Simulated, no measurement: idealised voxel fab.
process module | voxel self aligned vias
cross-section cut | 280 nm wide | cells 5 nm
A cross-section is a grid of square cells, given in bands from the top down. A band is one or more rows of cells.
Each band's line starts with the height of the band's top and of its bottom, in nm. Then come its materials from left to right, each with its width in nm. One material with "throughout" fills the band from edge to edge. "air" is empty space.
Height 0 is the level under which the wafer as received is all one material. The lowest band goes on downwards, as in "0 down".
A width such as "30 to 40" changes by the same amount from each row of cells to the next, from the band's top row to its bottom row.
"no change" after a step means that no cell of the cross-section changed.
closed voids: empty space of 8 cells or more with no open way to the top, each as width x height at its distance from the left edge, in nm
after a step's settings: what the simulator itself notes on the step
overlay nm, on a step with a mask: how far to the right of its planned place the mask lay; to the left if negative
plan
1 op RECEIVE | material Si
2 op CONFORMAL_DEP | material SiO2 | thk nm 10
3 op CONFORMAL_DEP | material SiCN | thk nm 5
4 op DIRECTIONAL_DEP | material SiO2 | thk nm 30
5 op MASKED_ETCH | tone open | mask id LINES | width nm 30 | pitch nm 70 | etch materials SiO2 | depth nm 30 | overlay nm 0
6 op CONFORMAL_DEP | material TiN | thk nm 5
7 op FILL_DEP | material Ru | thk nm 10
8 op CMP | height nm 45
9 op SELECTIVE_ETCH | etch materials W Ru TiN | depth nm 5
10 op FILL_DEP | material SiN | thk nm 5
11 op CMP | height nm 45
12 op DIRECTIONAL_DEP | material SiO2 | thk nm 20
13 op MASKED_ETCH | tone open | mask id VIAS | width nm 50 | etch materials SiO2 | depth nm 20 | overlay nm 0
14 op MASKED_ETCH | tone open | mask id VIAS | width nm 50 | etch materials SiN | depth nm 5 | overlay nm 0
15 op CONFORMAL_DEP | material TiN | thk nm 5
16 op FILL_DEP | material W | thk nm 10
17 op CMP | height nm 65
18 op CONFORMAL_DEP | material SiCN | thk nm 5
as received, after step 1
  0 down: Si throughout
  closed voids: none
first wafer at the end, as planned
  70 to 65: SiCN throughout
  65 to 50: SiO2 80 | TiN 5 | W 40 | TiN 5 | SiO2 150
  50 to 45: SiO2 80 | TiN 15 | W 20 | TiN 15 | SiO2 150
  45 to 40: SiO2 90 | TiN 30 | SiO2 40 | SiN 30 | SiO2 90
  40 to 20: SiO2 90 | TiN 5 | Ru 20 | TiN 5 | SiO2 40 | TiN 5 | Ru 20 | TiN 5 | SiO2 90
  20 to 15: SiO2 90 | TiN 30 | SiO2 40 | TiN 30 | SiO2 90
  15 to 10: SiCN throughout
  10 to 0: SiO2 throughout
  0 down: Si throughout
  closed voids: none
second wafer at the end: like start, like plan, one mistake
  70 to 65: SiCN throughout
  65 to 50: SiO2 80 | TiN 5 | W 40 | TiN 5 | SiO2 150
  50 to 45: SiO2 80 | TiN 15 | W 20 | TiN 15 | SiO2 150
  45 to 40: SiO2 90 | TiN 30 | SiO2 40 | SiN 30 | SiO2 90
  40 to 20: SiO2 90 | TiN 5 | Ru 20 | TiN 5 | SiO2 40 | TiN 5 | Ru 20 | TiN 5 | SiO2 90
  20 to 15: SiO2 90 | TiN 30 | SiO2 40 | TiN 30 | SiO2 90
  15 to 10: SiCN throughout
  10 to 0: Ru throughout
  0 down: Si throughout
  closed voids: none
what went wrong: step 2 ran as: op CONFORMAL_DEP | material Ru | thk nm 10
at the end the second wafer has, in cells: 112 more of Ru | 112 fewer of SiO2
